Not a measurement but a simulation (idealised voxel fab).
process module | voxel self aligned contacts
cross-section cut | 235 nm wide | cells 5 nm
A cross-section is a grid of square cells, given in bands from the top down. A band is one or more rows of cells.
Each band's line starts with the height of the band's top and of its bottom, in nm. Then come its materials from left to right, each with its width in nm. One material with "throughout" fills the band from edge to edge. "air" is empty space.
Height 0 is the level under which the wafer as received is all one material. The lowest band goes on downwards, as in "0 down".
A width such as "30 to 40" changes by the same amount from each row of cells to the next, from the band's top row to its bottom row.
"no change" after a step means that no cell of the cross-section changed.
closed voids: empty space of 8 cells or more with no open way to the top, each as width x height at its distance from the left edge, in nm
after a step's settings: what the simulator itself notes on the step
overlay nm, on a step with a mask: how far to the right of its planned place the mask lay; to the left if negative
plan
1 op RECEIVE | material Si
2 op CONFORMAL_DEP | material SiO2 | thk nm 5
3 op DIRECTIONAL_DEP | material polySi | thk nm 25
4 op DIRECTIONAL_DEP | material SiN | thk nm 20
5 op DIRECTIONAL_DEP | material aC | thk nm 10
6 op PATTERN | tone cover | mask id GATE | material resist | width nm 35 | pitch nm 60 | thk nm 30 | overlay nm 0
7 op DIRECTIONAL_ETCH | etch materials aC | depth nm 10
8 op STRIP | etch materials resist
9 op DIRECTIONAL_ETCH | etch materials SiN | depth nm 20
10 op DIRECTIONAL_ETCH | etch materials polySi | depth nm 25
11 op STRIP | etch materials aC
12 op CONFORMAL_DEP | material SiN | thk nm 5
13 op DIRECTIONAL_ETCH | etch materials SiN | depth nm 5
14 op FILL_DEP | material SiO2 | thk nm 15
15 op CMP | height nm 55
16 op DIRECTIONAL_DEP | material aC | thk nm 15
17 op PATTERN | tone open | mask id CONTACT | material resist | width nm 45 | pitch nm 60 | thk nm 35 | overlay nm 0
18 op DIRECTIONAL_ETCH | etch materials aC | depth nm 15
19 op STRIP | etch materials resist
20 op DIRECTIONAL_ETCH | etch materials SiO2 | depth nm 55
21 op STRIP | etch materials aC
22 op CONFORMAL_DEP | material TiN | thk nm 5
23 op FILL_DEP | material W | thk nm 10
24 op CMP | height nm 55
25 op CONFORMAL_DEP | material SiN | thk nm 5
as received, after step 1
  0 down: Si throughout
  closed voids: none
a wafer at the end: this start, this plan, one mistake
  60 to 55: SiN throughout
  55 to 35: SiO2 35 | SiN 5 | polySi 35 | SiN 5 | TiN 5 | W 5 | TiN 5 | SiN 5 | polySi 35 | SiN 5 | TiN 5 | W 5 | TiN 5 | SiN 5 | polySi 35 | SiN 5 | SiO2 35
  35 to 30: SiO2 35 | SiN 5 | polySi 35 | SiN 5 | TiN 15 | SiN 5 | polySi 35 | SiN 5 | TiN 15 | SiN 5 | polySi 35 | SiN 5 | SiO2 35
  30 to 5: polySi throughout
  5 to 0: SiO2 throughout
  0 down: Si throughout
  closed voids: none
what went wrong: step 3 was run twice
